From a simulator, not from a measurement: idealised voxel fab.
process module | voxel tone inversion
cross-section cut | 275 nm wide | cells 5 nm
A cross-section is a grid of square cells, given in bands from the top down. A band is one or more rows of cells.
Each band's line starts with the height of the band's top and of its bottom, in nm. Then come its materials from left to right, each with its width in nm. One material with "throughout" fills the band from edge to edge. "air" is empty space.
Height 0 is the level under which the wafer as received is all one material. The lowest band goes on downwards, as in "0 down".
A width such as "30 to 40" changes by the same amount from each row of cells to the next, from the band's top row to its bottom row.
"no change" after a step means that no cell of the cross-section changed.
closed voids: empty space of 8 cells or more with no open way to the top, each as width x height at its distance from the left edge, in nm
after a step's settings: what the simulator itself notes on the step
overlay nm, on a step with a mask: how far to the right of its planned place the mask lay; to the left if negative
plan
1 op RECEIVE | material Si
2 op CONFORMAL_DEP | material SiN | thk nm 10
3 op DIRECTIONAL_DEP | material polySi | thk nm 20
4 op PATTERN | tone cover | mask id POSTS | material resist | width nm 25 | pitch nm 40 | thk nm 30 | overlay nm 0
5 op DIRECTIONAL_ETCH | etch materials polySi | depth nm 20
6 op STRIP | etch materials resist
7 op FILL_DEP | material lowk | thk nm 5
8 op CMP | height nm 30
9 op STRIP | etch materials polySi
first wafer, as planned
as received, after step 1
  0 down: Si throughout
  closed voids: none
after step 2
  10 to 0: SiN throughout
  below 0: unchanged
after step 3
  30 to 10: polySi throughout
  below 10: unchanged
after step 4
  60 to 30: air 85 | resist 25 | air 15 | resist 25 | air 15 | resist 25 | air 85
  below 30: unchanged
after step 5
  60 to 30: air 85 | resist 25 | air 15 | resist 25 | air 15 | resist 25 | air 85
  30 to 10: air 85 | polySi 25 | air 15 | polySi 25 | air 15 | polySi 25 | air 85
  below 10: unchanged
after step 6
  30 to 10: air 85 | polySi 25 | air 15 | polySi 25 | air 15 | polySi 25 | air 85
  below 10: unchanged
after step 7
  35 to 30: lowk throughout
  30 to 10: lowk 85 | polySi 25 | lowk 15 | polySi 25 | lowk 15 | polySi 25 | lowk 85
  below 10: unchanged
after step 8
  30 to 10: lowk 85 | polySi 25 | lowk 15 | polySi 25 | lowk 15 | polySi 25 | lowk 85
  below 10: unchanged
after step 9
  30 to 10: lowk 85 | air 25 | lowk 15 | air 25 | lowk 15 | air 25 | lowk 85
  below 10: unchanged
second wafer: like start, like plan, one mistake. Through step 7 it matches the first wafer
when step 8 should have ended
  20 to 10: lowk 85 | polySi 25 | lowk 15 | polySi 25 | lowk 15 | polySi 25 | lowk 85
  below 10: unchanged
when step 9 should have ended
  20 to 10: lowk 85 | air 25 | lowk 15 | air 25 | lowk 15 | air 25 | lowk 85
  below 10: unchanged
what went wrong: step 8 ran as: op CMP | height nm 20
at the end the second wafer has, in cells: 80 fewer of lowk
